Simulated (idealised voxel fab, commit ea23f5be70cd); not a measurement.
process module | voxel spacer lines
cross-section cut | 280 nm wide | cells 5 nm
A cross-section is a grid of square cells, given in bands from the top down. A band is one or more rows of cells.
Each band's line starts with the height of the band's top and of its bottom, in nm. Then come its materials from left to right, each with its width in nm. One material with "throughout" fills the band from edge to edge. "air" is empty space.
Height 0 is the level under which the wafer as received is all one material. The lowest band goes on downwards, as in "0 down".
A width such as "30 to 40" changes by the same amount from each row of cells to the next, from the band's top row to its bottom row.
"no change" after a step means that no cell of the cross-section changed.
closed voids: empty space of 8 cells or more with no open way to the top, each as width x height at its distance from the left edge, in nm
after a step's settings: what the simulator itself notes on the step
overlay nm, on a step with a mask: how far to the right of its planned place the mask lay; to the left if negative
plan
1 op RECEIVE | material Si
2 op CONFORMAL_DEP | material Al2O3 | thk nm 5
3 op DIRECTIONAL_DEP | material polySi | thk nm 10
4 op DIRECTIONAL_DEP | material aC | thk nm 20
5 op PATTERN | tone cover | mask id MANDREL | material resist | width nm 15 | pitch nm 60 | thk nm 30 | overlay nm 0
6 op DIRECTIONAL_ETCH | etch materials aC | depth nm 20
7 op STRIP | etch materials resist
8 op CONFORMAL_DEP | material SiO2 | thk nm 15
9 op DIRECTIONAL_ETCH | etch materials SiO2 | depth nm 15
10 op STRIP | etch materials aC
11 op DIRECTIONAL_ETCH | etch materials polySi | depth nm 10
12 op STRIP | etch materials SiO2
first wafer, as planned
as received, after step 1
  0 down: Si throughout
  closed voids: none
after step 2
  5 to 0: Al2O3 throughout
  below 0: unchanged
after step 3
  15 to 5: polySi throughout
  below 5: unchanged
after step 4
  35 to 15: aC throughout
  below 15: unchanged
after step 5
  65 to 35: air 70 | resist 15 | air 45 | resist 15 | air 45 | resist 15 | air 75
  below 35: unchanged
after step 6
  45 to 35: air 70 | resist 15 | air 45 | resist 15 | air 45 | resist 15 | air 75
  35 to 15: air 70 | aC 15 | air 45 | aC 15 | air 45 | aC 15 | air 75
  below 15: unchanged
after step 7
  35 to 15: air 70 | aC 15 | air 45 | aC 15 | air 45 | aC 15 | air 75
  below 15: unchanged
after step 8
  50 to 35: air 55 | SiO2 45 | air 15 | SiO2 45 | air 15 | SiO2 45 | air 60
  35 to 30: air 55 | SiO2 15 | aC 15 | SiO2 15 | air 15 | SiO2 15 | aC 15 | SiO2 15 | air 15 | SiO2 15 | aC 15 | SiO2 15 | air 60
  30 to 15: SiO2 70 | aC 15 | SiO2 45 | aC 15 | SiO2 45 | aC 15 | SiO2 75
  below 15: unchanged
after step 9
  35 to 15: air 55 | SiO2 15 | aC 15 | SiO2 15 | air 15 | SiO2 15 | aC 15 | SiO2 15 | air 15 | SiO2 15 | aC 15 | SiO2 15 | air 60
  below 15: unchanged
after step 10
  35 to 15: air 55 | SiO2 15 | air 15 | SiO2 15 | air 15 | SiO2 15 | air 15 | SiO2 15 | air 15 | SiO2 15 | air 15 | SiO2 15 | air 60
  below 15: unchanged
after step 11
  35 to 15: air 55 | SiO2 15 | air 15 | SiO2 15 | air 15 | SiO2 15 | air 15 | SiO2 15 | air 15 | SiO2 15 | air 15 | SiO2 15 | air 60
  15 to 5: air 55 | polySi 15 | air 15 | polySi 15 | air 15 | polySi 15 | air 15 | polySi 15 | air 15 | polySi 15 | air 15 | polySi 15 | air 60
  below 5: unchanged
after step 12
  15 to 5: air 55 | polySi 15 | air 15 | polySi 15 | air 15 | polySi 15 | air 15 | polySi 15 | air 15 | polySi 15 | air 15 | polySi 15 | air 60
  below 5: unchanged
second wafer: like start, like plan, one mistake. Through step 1 it matches the first wafer
when step 2 should have ended: no change
when step 3 should have ended
  10 to 0: polySi throughout
  below 0: unchanged
when step 4 should have ended
  30 to 10: aC throughout
  below 10: unchanged
when step 5 should have ended
  60 to 30: air 70 | resist 15 | air 45 | resist 15 | air 45 | resist 15 | air 75
  below 30: unchanged
when step 6 should have ended
  40 to 30: air 70 | resist 15 | air 45 | resist 15 | air 45 | resist 15 | air 75
  30 to 10: air 70 | aC 15 | air 45 | aC 15 | air 45 | aC 15 | air 75
  below 10: unchanged
when step 7 should have ended
  30 to 10: air 70 | aC 15 | air 45 | aC 15 | air 45 | aC 15 | air 75
  below 10: unchanged
when step 8 should have ended
  45 to 30: air 55 | SiO2 45 | air 15 | SiO2 45 | air 15 | SiO2 45 | air 60
  30 to 25: air 55 | SiO2 15 | aC 15 | SiO2 15 | air 15 | SiO2 15 | aC 15 | SiO2 15 | air 15 | SiO2 15 | aC 15 | SiO2 15 | air 60
  25 to 10: SiO2 70 | aC 15 | SiO2 45 | aC 15 | SiO2 45 | aC 15 | SiO2 75
  below 10: unchanged
when step 9 should have ended
  30 to 10: air 55 | SiO2 15 | aC 15 | SiO2 15 | air 15 | SiO2 15 | aC 15 | SiO2 15 | air 15 | SiO2 15 | aC 15 | SiO2 15 | air 60
  below 10: unchanged
when step 10 should have ended
  30 to 10: air 55 | SiO2 15 | air 15 | SiO2 15 | air 15 | SiO2 15 | air 15 | SiO2 15 | air 15 | SiO2 15 | air 15 | SiO2 15 | air 60
  below 10: unchanged
when step 11 should have ended
  30 to 10: air 55 | SiO2 15 | air 15 | SiO2 15 | air 15 | SiO2 15 | air 15 | SiO2 15 | air 15 | SiO2 15 | air 15 | SiO2 15 | air 60
  10 to 0: air 55 | polySi 15 | air 15 | polySi 15 | air 15 | polySi 15 | air 15 | polySi 15 | air 15 | polySi 15 | air 15 | polySi 15 | air 60
  below 0: unchanged
when step 12 should have ended
  10 to 0: air 55 | polySi 15 | air 15 | polySi 15 | air 15 | polySi 15 | air 15 | polySi 15 | air 15 | polySi 15 | air 15 | polySi 15 | air 60
  below 0: unchanged
what went wrong: step 2 was left out
at the end the second wafer has, in cells: 56 fewer of Al2O3
